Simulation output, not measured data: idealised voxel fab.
process module | voxel self aligned contacts
cross-section cut | 300 nm wide | cells 5 nm
A cross-section is a grid of square cells, given in bands from the top down. A band is one or more rows of cells.
Each band's line starts with the height of the band's top and of its bottom, in nm. Then come its materials from left to right, each with its width in nm. One material with "throughout" fills the band from edge to edge. "air" is empty space.
Height 0 is the level under which the wafer as received is all one material. The lowest band goes on downwards, as in "0 down".
A width such as "30 to 40" changes by the same amount from each row of cells to the next, from the band's top row to its bottom row.
"no change" after a step means that no cell of the cross-section changed.
closed voids: empty space of 8 cells or more with no open way to the top, each as width x height at its distance from the left edge, in nm
after a step's settings: what the simulator itself notes on the step
overlay nm, on a step with a mask: how far to the right of its planned place the mask lay; to the left if negative
plan
1 op RECEIVE | material Si
2 op OXIDIZE | depth nm 5
3 op DIRECTIONAL_DEP | material polySi | thk nm 20
4 op DIRECTIONAL_DEP | material SiN | thk nm 15
5 op PATTERN | tone cover | mask id GATE | material resist | width nm 35 | pitch nm 60 | thk nm 20 | overlay nm 0
6 op DIRECTIONAL_ETCH | etch materials SiN | depth nm 15
7 op DIRECTIONAL_ETCH | etch materials polySi | depth nm 20
8 op STRIP | etch materials resist
9 op CONFORMAL_DEP | material SiN | thk nm 5
10 op DIRECTIONAL_ETCH | etch materials SiN | depth nm 5
11 op FILL_DEP | material SiO2 | thk nm 15
12 op CMP | height nm 45
13 op PATTERN | tone open | mask id CONTACT | material resist | width nm 25 | thk nm 15 | overlay nm 0
14 op DIRECTIONAL_ETCH | etch materials SiO2 | depth nm 50
15 op STRIP | etch materials resist
16 op CONFORMAL_DEP | material TiN | thk nm 5
17 op FILL_DEP | material Ru | thk nm 10
18 op CMP | height nm 45
19 op CONFORMAL_DEP | material SiN | thk nm 5
varied across the wafers: width nm of step 13. The plan shows the first wafer's value. All wafers start alike
first wafer as received, after step 1
  0 down: Si throughout
  closed voids: none
each wafer at the end: cells of each material gained (+) or lost (-) since it was received, then its closed voids
width nm 25 | +11 Ru | -60 Si | +130 SiN | +440 SiO2 | +23 TiN | +56 polySi | closed voids: none
width nm 30 | +12 Ru | -60 Si | +130 SiN | +438 SiO2 | +24 TiN | +56 polySi | closed voids: none
width nm 35 | +13 Ru | -60 Si | +130 SiN | +436 SiO2 | +25 TiN | +56 polySi | closed voids: none
width nm 40 | +14 Ru | -60 Si | +130 SiN | +434 SiO2 | +26 TiN | +56 polySi | closed voids: none
width nm 45 | +15 Ru | -60 Si | +130 SiN | +432 SiO2 | +27 TiN | +56 polySi | closed voids: none
width nm 50 | +16 Ru | -60 Si | +130 SiN | +430 SiO2 | +28 TiN | +56 polySi | closed voids: none
